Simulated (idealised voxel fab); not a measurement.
Title: Process Module voxel lift off
This is section cut - it's 155 nm across, gridded in 5 nm square cells.
Think of the cross-section as a grid of square cells. We describe it in bands, top to bottom, and each band covers one or more rows of those cells.
Band entry format. Leading values: height of top, height of bottom, nm. Remainder: materials in left-to-right order, each with its width in nm. Special words: "throughout" on a single material, which then fills the band edge to edge; "empty", empty space.
Heights are measured from 0, the level below which the as-received wafer is all one material; the lowest band has no bottom and continues downward, written as in "z 0 and below".
Per-row width for "30->40": begins at first number (top row of band), ends at second number (bottom row), increment between rows held constant.
For the purposes of this document, the phrase "remained unchanged" attached to a step denotes that no cell within the cross-section was modified by that step.
Empty spaces counting at least 8 cells and having no open way to the top are listed in "Enclosed void catalog". The notation width x height at distance is used for each, the distance being from the left edge and all three values in nm.
Formally, on a step line, whatever follows the settings is a remark that the simulator itself makes on the step.
overlay nm: mask right of planned place by this much (step with mask). Neg. = left.
Steps in the process plan
| 1 | RECEIVE | material Si |
| 2 | CONFORMAL_DEP | material Al2O3 | thk nm 5 |
| 3 | PATTERN | tone open | mask id LINES | material resist | width nm 15 | pitch nm 30 | thk nm 25 | overlay nm 0 |
| 4 | DIRECTIONAL_DEP | material Ru | thk nm 15 |
| 5 | STRIP | etch materials resist |
| 6 | CONFORMAL_DEP | material SiO2 | thk nm 5 |
This is the cross-section of the wafer as we received it, i.e. after step 1
z 0 and below = Si throughout
Enclosed void catalog: none
Module complete, cross-section. Starting point and plan per above. One mistake made in running the module
z 10 to 5 = SiO2 throughout
z 5 to 0 = Al2O3 throughout
z 0 and below = Si throughout
Enclosed void catalog: none
Want to know what went wrong? the run left out plan step 4 entirely, so it was never executed
